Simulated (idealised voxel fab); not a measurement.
Herein follows the process module entitled voxel self aligned contacts.
Pictured: cross-section cut, 250 nm wide, on a grid of 5 nm square cells.
In what follows, cross-sections appear as grids of square cells, described through bands that run from the top down, where every band is one or more rows of cells. Within each band entry, the heights of the top and of the bottom of the band appear first, in that order and in nm; the materials of the band then follow from left to right, each with its corresponding width in nm. The designation "throughout" on a single material indicates that it fills the band from edge to edge; the designation "empty" indicates empty space. Height datum 0, below which the as-received substrate wafer is one material. Lowest band open at the bottom, running downward: "0 down". You'd read "30..40" like this: the band's top row of cells is as wide as the first number, its bottom row is as wide as the second, and going down, every row changes width by the same amount as the row before did. It should be understood that the words "left unchanged", when stated for a given step, signify that the cross-section underwent no change in any of its cells during that step. "Closed voids list": empty spaces of 8 cells or more with no open way to the top, each given as width x height at distance, distance from the left edge, all in nm. Whatever follows a step's settings on its line is a remark the simulator itself makes about that step. overlay nm: mask offset rightward from planned place, masked step; negative means leftward offset.
**The steps planned for the process are as follows**
1. RECEIVE with material Si
2. CONFORMAL_DEP with material SiO2, thk nm 5
3. DIRECTIONAL_DEP with material polySi, thk nm 30
4. DIRECTIONAL_DEP with material SiN, thk nm 15
5. PATTERN with tone cover, mask id GATE, material resist, width nm 35, pitch nm 60, thk nm 15, overlay nm 0
6. DIRECTIONAL_ETCH with etch materials SiN, depth nm 15
7. DIRECTIONAL_ETCH with etch materials polySi, depth nm 30
8. STRIP with etch materials resist
9. CONFORMAL_DEP with material SiN, thk nm 5
10. DIRECTIONAL_ETCH with etch materials SiN, depth nm 5
11. FILL_DEP with material SiO2, thk nm 15
12. CMP with height nm 60
13. PATTERN with tone open, mask id CONTACT, material resist, width nm 35, pitch nm 60, thk nm 15, overlay nm 0
14. DIRECTIONAL_ETCH with etch materials SiO2, depth nm 60
15. STRIP with etch materials resist
16. CONFORMAL_DEP with material TiN, thk nm 5
17. FILL_DEP with material Ru, thk nm 5
18. CMP with height nm 60
19. CONFORMAL_DEP with material SiCN, thk nm 5
**First wafer, two in total, run as planned**
**Incoming wafer, cross-sectional view, post step 1**
> 0 down | Si throughout
> Closed voids list: none
**You're looking at a cross-section of the wafer after step 2**
> 5 to 0 | SiO2 throughout
> Note: structure below 0 unchanged.
**You're looking at a cross-section of the wafer after step 3**
> 35 to 5 | polySi throughout
> Note: structure below 5 unchanged.
**You're looking at a cross-section of the wafer after step 4**
> 50 to 35 | SiN throughout
> Note: structure below 35 unchanged.
**You're looking at a cross-section of the wafer after step 5**
> 65 to 50 | 45 nm empty  35 nm resist  25 nm empty  35 nm resist  25 nm empty  35 nm resist  50 nm empty
> Note: structure below 50 unchanged.
**You're looking at a cross-section of the wafer after step 6**
> 65 to 50 | 45 nm empty  35 nm resist  25 nm empty  35 nm resist  25 nm empty  35 nm resist  50 nm empty
> 50 to 35 | 45 nm empty  35 nm SiN  25 nm empty  35 nm SiN  25 nm empty  35 nm SiN  50 nm empty
> Note: structure below 35 unchanged.
**You're looking at a cross-section of the wafer after step 7**
> 65 to 50 | 45 nm empty  35 nm resist  25 nm empty  35 nm resist  25 nm empty  35 nm resist  50 nm empty
> 50 to 35 | 45 nm empty  35 nm SiN  25 nm empty  35 nm SiN  25 nm empty  35 nm SiN  50 nm empty
> 35 to 5 | 45 nm empty  35 nm polySi  25 nm empty  35 nm polySi  25 nm empty  35 nm polySi  50 nm empty
> Note: structure below 5 unchanged.
**You're looking at a cross-section of the wafer after step 8**
> 50 to 35 | 45 nm empty  35 nm SiN  25 nm empty  35 nm SiN  25 nm empty  35 nm SiN  50 nm empty
> Note: structure below 35 unchanged.
**You're looking at a cross-section of the wafer after step 9**
> 55 to 35 | 40 nm empty  45 nm SiN  15 nm empty  45 nm SiN  15 nm empty  45 nm SiN  45 nm empty
> 35 to 10 | 40 nm empty  5 nm SiN  35 nm polySi  5 nm SiN  15 nm empty  5 nm SiN  35 nm polySi  5 nm SiN  15 nm empty  5 nm SiN  35 nm polySi  5 nm SiN  45 nm empty
> 10 to 5 | 45 nm SiN  35 nm polySi  25 nm SiN  35 nm polySi  25 nm SiN  35 nm polySi  50 nm SiN
> Note: structure below 5 unchanged.
**You're looking at a cross-section of the wafer after step 10**
> 50 to 35 | 40 nm empty  45 nm SiN  15 nm empty  45 nm SiN  15 nm empty  45 nm SiN  45 nm empty
> 35 to 5 | 40 nm empty  5 nm SiN  35 nm polySi  5 nm SiN  15 nm empty  5 nm SiN  35 nm polySi  5 nm SiN  15 nm empty  5 nm SiN  35 nm polySi  5 nm SiN  45 nm empty
> Note: structure below 5 unchanged.
**You're looking at a cross-section of the wafer after step 11**
> 65 to 50 | SiO2 throughout
> 50 to 35 | 40 nm SiO2  45 nm SiN  15 nm SiO2  45 nm SiN  15 nm SiO2  45 nm SiN  45 nm SiO2
> 35 to 5 | 40 nm SiO2  5 nm SiN  35 nm polySi  5 nm SiN  15 nm SiO2  5 nm SiN  35 nm polySi  5 nm SiN  15 nm SiO2  5 nm SiN  35 nm polySi  5 nm SiN  45 nm SiO2
> Note: structure below 5 unchanged.
**You're looking at a cross-section of the wafer after step 12**
> 60 to 50 | SiO2 throughout
> Note: structure below 50 unchanged.
**You're looking at a cross-section of the wafer after step 13**
> 75 to 60 | 75 nm resist  35 nm empty  25 nm resist  35 nm empty  80 nm resist
> Note: structure below 60 unchanged.
**You're looking at a cross-section of the wafer after step 14**
> 75 to 60 | 75 nm resist  35 nm empty  25 nm resist  35 nm empty  80 nm resist
> 60 to 50 | 75 nm SiO2  35 nm empty  25 nm SiO2  35 nm empty  80 nm SiO2
> 50 to 35 | 40 nm SiO2  45 nm SiN  15 nm empty  45 nm SiN  15 nm empty  45 nm SiN  45 nm SiO2
> 35 to 5 | 40 nm SiO2  5 nm SiN  35 nm polySi  5 nm SiN  15 nm empty  5 nm SiN  35 nm polySi  5 nm SiN  15 nm empty  5 nm SiN  35 nm polySi  5 nm SiN  45 nm SiO2
> 5 to 0 | 85 nm SiO2  15 nm empty  45 nm SiO2  15 nm empty  90 nm SiO2
> Note: structure below 0 unchanged.
**You're looking at a cross-section of the wafer after step 15**
> 60 to 50 | 75 nm SiO2  35 nm empty  25 nm SiO2  35 nm empty  80 nm SiO2
> Note: structure below 50 unchanged.
**You're looking at a cross-section of the wafer after step 16**
> 65 to 60 | 80 nm TiN  25 nm empty  35 nm TiN  25 nm empty  85 nm TiN
> 60 to 50 | 75 nm SiO2  5..15 nm TiN  25..5 nm empty  5..15 nm TiN  25 nm SiO2  5..15 nm TiN  25..5 nm empty  5..15 nm TiN  80 nm SiO2
> 50 to 35 | 40 nm SiO2  45 nm SiN  5 nm TiN  5 nm empty  5 nm TiN  45 nm SiN  5 nm TiN  5 nm empty  5 nm TiN  45 nm SiN  45 nm SiO2
> 35 to 5 | 40 nm SiO2  5 nm SiN  35 nm polySi  5 nm SiN  5 nm TiN  5 nm empty  5 nm TiN  5 nm SiN  35 nm polySi  5 nm SiN  5 nm TiN  5 nm empty  5 nm TiN  5 nm SiN  35 nm polySi  5 nm SiN  45 nm SiO2
> 5 to 0 | 85 nm SiO2  15 nm TiN  45 nm SiO2  15 nm TiN  90 nm SiO2
> Note: structure below 0 unchanged.
**You're looking at a cross-section of the wafer after step 17**
> 70 to 65 | Ru throughout
> 65 to 60 | 80 nm TiN  25 nm Ru  35 nm TiN  25 nm Ru  85 nm TiN
> 60 to 50 | 75 nm SiO2  5..15 nm TiN  25..5 nm Ru  5..15 nm TiN  25 nm SiO2  5..15 nm TiN  25..5 nm Ru  5..15 nm TiN  80 nm SiO2
> 50 to 35 | 40 nm SiO2  45 nm SiN  5 nm TiN  5 nm Ru  5 nm TiN  45 nm SiN  5 nm TiN  5 nm Ru  5 nm TiN  45 nm SiN  45 nm SiO2
> 35 to 5 | 40 nm SiO2  5 nm SiN  35 nm polySi  5 nm SiN  5 nm TiN  5 nm Ru  5 nm TiN  5 nm SiN  35 nm polySi  5 nm SiN  5 nm TiN  5 nm Ru  5 nm TiN  5 nm SiN  35 nm polySi  5 nm SiN  45 nm SiO2
> Note: structure below 5 unchanged.
**You're looking at a cross-section of the wafer after step 18**
> 60 to 50 | 75 nm SiO2  5..15 nm TiN  25..5 nm Ru  5..15 nm TiN  25 nm SiO2  5..15 nm TiN  25..5 nm Ru  5..15 nm TiN  80 nm SiO2
> Note: structure below 50 unchanged.
**You're looking at a cross-section of the wafer after step 19**
> 65 to 60 | SiCN throughout
> Note: structure below 60 unchanged.
**second wafer: like start, like plan, one mistake. Through step 2 it matches the first wafer**
**Planned end of step 3: second wafer, cross-section**
> 35 to 5 | SiN throughout
> Note: structure below 5 unchanged.
**Planned end of step 4: second wafer, cross-section**
> 50 to 5 | SiN throughout
> Note: structure below 5 unchanged.
**Planned end of step 5: second wafer, cross-section**
> 65 to 50 | 45 nm empty  35 nm resist  25 nm empty  35 nm resist  25 nm empty  35 nm resist  50 nm empty
> Note: structure below 50 unchanged.
**Planned end of step 6: second wafer, cross-section**
> 65 to 50 | 45 nm empty  35 nm resist  25 nm empty  35 nm resist  25 nm empty  35 nm resist  50 nm empty
> 50 to 35 | 45 nm empty  35 nm SiN  25 nm empty  35 nm SiN  25 nm empty  35 nm SiN  50 nm empty
> Note: structure below 35 unchanged.
Planned end of step 7: second wafer, cross-section: left unchanged
**Planned end of step 8: second wafer, cross-section**
> 50 to 35 | 45 nm empty  35 nm SiN  25 nm empty  35 nm SiN  25 nm empty  35 nm SiN  50 nm empty
> Note: structure below 35 unchanged.
**Planned end of step 9: second wafer, cross-section**
> 55 to 40 | 40 nm empty  45 nm SiN  15 nm empty  45 nm SiN  15 nm empty  45 nm SiN  45 nm empty
> 40 to 5 | SiN throughout
> Note: structure below 5 unchanged.
**Planned end of step 10: second wafer, cross-section**
> 50 to 35 | 40 nm empty  45 nm SiN  15 nm empty  45 nm SiN  15 nm empty  45 nm SiN  45 nm empty
> Note: structure below 35 unchanged.
**Planned end of step 11: second wafer, cross-section**
> 65 to 50 | SiO2 throughout
> 50 to 35 | 40 nm SiO2  45 nm SiN  15 nm SiO2  45 nm SiN  15 nm SiO2  45 nm SiN  45 nm SiO2
> Note: structure below 35 unchanged.
**Planned end of step 12: second wafer, cross-section**
> 60 to 50 | SiO2 throughout
> Note: structure below 50 unchanged.
**Planned end of step 13: second wafer, cross-section**
> 75 to 60 | 75 nm resist  35 nm empty  25 nm resist  35 nm empty  80 nm resist
> Note: structure below 60 unchanged.
**Planned end of step 14: second wafer, cross-section**
> 75 to 60 | 75 nm resist  35 nm empty  25 nm resist  35 nm empty  80 nm resist
> 60 to 50 | 75 nm SiO2  35 nm empty  25 nm SiO2  35 nm empty  80 nm SiO2
> 50 to 35 | 40 nm SiO2  45 nm SiN  15 nm empty  45 nm SiN  15 nm empty  45 nm SiN  45 nm SiO2
> Note: structure below 35 unchanged.
**Planned end of step 15: second wafer, cross-section**
> 60 to 50 | 75 nm SiO2  35 nm empty  25 nm SiO2  35 nm empty  80 nm SiO2
> Note: structure below 50 unchanged.
**Planned end of step 16: second wafer, cross-section**
> 65 to 60 | 80 nm TiN  25 nm empty  35 nm TiN  25 nm empty  85 nm TiN
> 60 to 50 | 75 nm SiO2  5..15 nm TiN  25..5 nm empty  5..15 nm TiN  25 nm SiO2  5..15 nm TiN  25..5 nm empty  5..15 nm TiN  80 nm SiO2
> 50 to 40 | 40 nm SiO2  45 nm SiN  5 nm TiN  5 nm empty  5 nm TiN  45 nm SiN  5 nm TiN  5 nm empty  5 nm TiN  45 nm SiN  45 nm SiO2
> 40 to 35 | 40 nm SiO2  45 nm SiN  15 nm TiN  45 nm SiN  15 nm TiN  45 nm SiN  45 nm SiO2
> Note: structure below 35 unchanged.
**Planned end of step 17: second wafer, cross-section**
> 70 to 65 | Ru throughout
> 65 to 60 | 80 nm TiN  25 nm Ru  35 nm TiN  25 nm Ru  85 nm TiN
> 60 to 50 | 75 nm SiO2  5..15 nm TiN  25..5 nm Ru  5..15 nm TiN  25 nm SiO2  5..15 nm TiN  25..5 nm Ru  5..15 nm TiN  80 nm SiO2
> 50 to 40 | 40 nm SiO2  45 nm SiN  5 nm TiN  5 nm Ru  5 nm TiN  45 nm SiN  5 nm TiN  5 nm Ru  5 nm TiN  45 nm SiN  45 nm SiO2
> Note: structure below 40 unchanged.
**Planned end of step 18: second wafer, cross-section**
> 60 to 50 | 75 nm SiO2  5..15 nm TiN  25..5 nm Ru  5..15 nm TiN  25 nm SiO2  5..15 nm TiN  25..5 nm Ru  5..15 nm TiN  80 nm SiO2
> Note: structure below 50 unchanged.
**Planned end of step 19: second wafer, cross-section**
> 65 to 60 | SiCN throughout
> Note: structure below 60 unchanged.
The plan and the run diverged here: off-plan run, step 3, actual operation and settings DIRECTIONAL_DEP with material SiN, thk nm 30
Bottom line after processing is that, in cells, the second wafer is up or down on some materials versus the first: Ru: 14 fewer; SiN: 264 more; SiO2: 96 fewer; TiN: 28 fewer; polySi: 126 fewer
